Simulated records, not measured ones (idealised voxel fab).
Process module, titled voxel self aligned vias
The width of the displayed cross-section, cut, is 170 nm; its cells are square, with a size of 5 nm.
Cross-section = grid of square cells, listed top down in bands; band = one or more rows.
The entry gives the band's vertical extent as a top height and a bottom height in nm, then its horizontal make-up as materials from left to right, each with a width in nm. "blank" stands for empty space; a single material marked "edge to edge" fills the band edge to edge.
Height datum 0, below which the as-received substrate wafer is one material. Lowest band open at the bottom, running downward: "0 down".
When a width is written as two numbers, as in "30 to 40", the first number is the width in the top row of cells of the band and the second is the width in its bottom row, and the width changes by the same amount from each row to the next.
"identical to before" after a step means that no cell of the cross-section changed.
Empty spaces without an open route to the top, at least 8 cells in extent, make up the entry "Closed voids list"; each is given as width x height at distance, where the distance is measured from the left edge, and all are in nm.
Past the settings on a step's line: simulator remark, on that step.
overlay nm: where the mask lay relative to plan, measured to the right, on steps with a mask; negatives go left.

Steps planned for the process
1: RECEIVE, material Si
2: CONFORMAL_DEP, material SiO2, thk nm 15
3: CONFORMAL_DEP, material SiCN, thk nm 5
4: DIRECTIONAL_DEP, material lowk, thk nm 20
5: PATTERN, tone open, mask id LINES, material resist, width nm 20, pitch nm 50, thk nm 20, overlay nm 0
6: DIRECTIONAL_ETCH, etch materials lowk, depth nm 20
7: STRIP, etch materials resist
8: CONFORMAL_DEP, material TiN, thk nm 5
9: FILL_DEP, material Ru, thk nm 5
10: CMP, height nm 40
11: SELECTIVE_ETCH, etch materials W Ru TiN, depth nm 5
12: FILL_DEP, material SiN, thk nm 10
13: CMP, height nm 40
14: DIRECTIONAL_DEP, material lowk, thk nm 15
15: MASKED_ETCH, tone open, mask id VIAS, width nm 30, etch materials lowk, depth nm 15, overlay nm 0
16: MASKED_ETCH, tone open, mask id VIAS, width nm 30, etch materials SiN, depth nm 5, overlay nm 0
17: CONFORMAL_DEP, material TiN, thk nm 5
18: FILL_DEP, material Ru, thk nm 10
19: CMP, height nm 55
20: CONFORMAL_DEP, material SiN, thk nm 5

This is the cross-section of the wafer as we received it, i.e. after step 1
  0 down = Si edge to edge
  Closed voids list: none

Same starting wafer, same plan as above, one mistake in the execution; this is the cross-section at the end of the module
  60 to 55 = SiN edge to edge
  55 to 45 = lowk: 45, TiN: 5, Ru: 20, TiN: 5, lowk: 95
  45 to 40 = lowk: 45, TiN: 15, Ru: 5, TiN: 10, lowk: 95
  40 to 35 = lowk: 50, SiN: 5, TiN: 15, lowk: 30, SiN: 20, lowk: 50
  35 to 25 = lowk: 50, TiN: 5, Ru: 10, TiN: 5, lowk: 30, TiN: 5, Ru: 10, TiN: 5, lowk: 50
  25 to 20 = lowk: 50, TiN: 20, lowk: 30, TiN: 20, lowk: 50
  20 to 15 = SiCN edge to edge
  15 to 0 = SiO2 edge to edge
  0 down = Si edge to edge
  Closed voids list: none
Error vs. plan: so step 16 ended up running with a different setting than we planned, it ran as MASKED_ETCH, tone open, mask id VIAS, width nm 30, etch materials SiN, depth nm 5, overlay nm 10
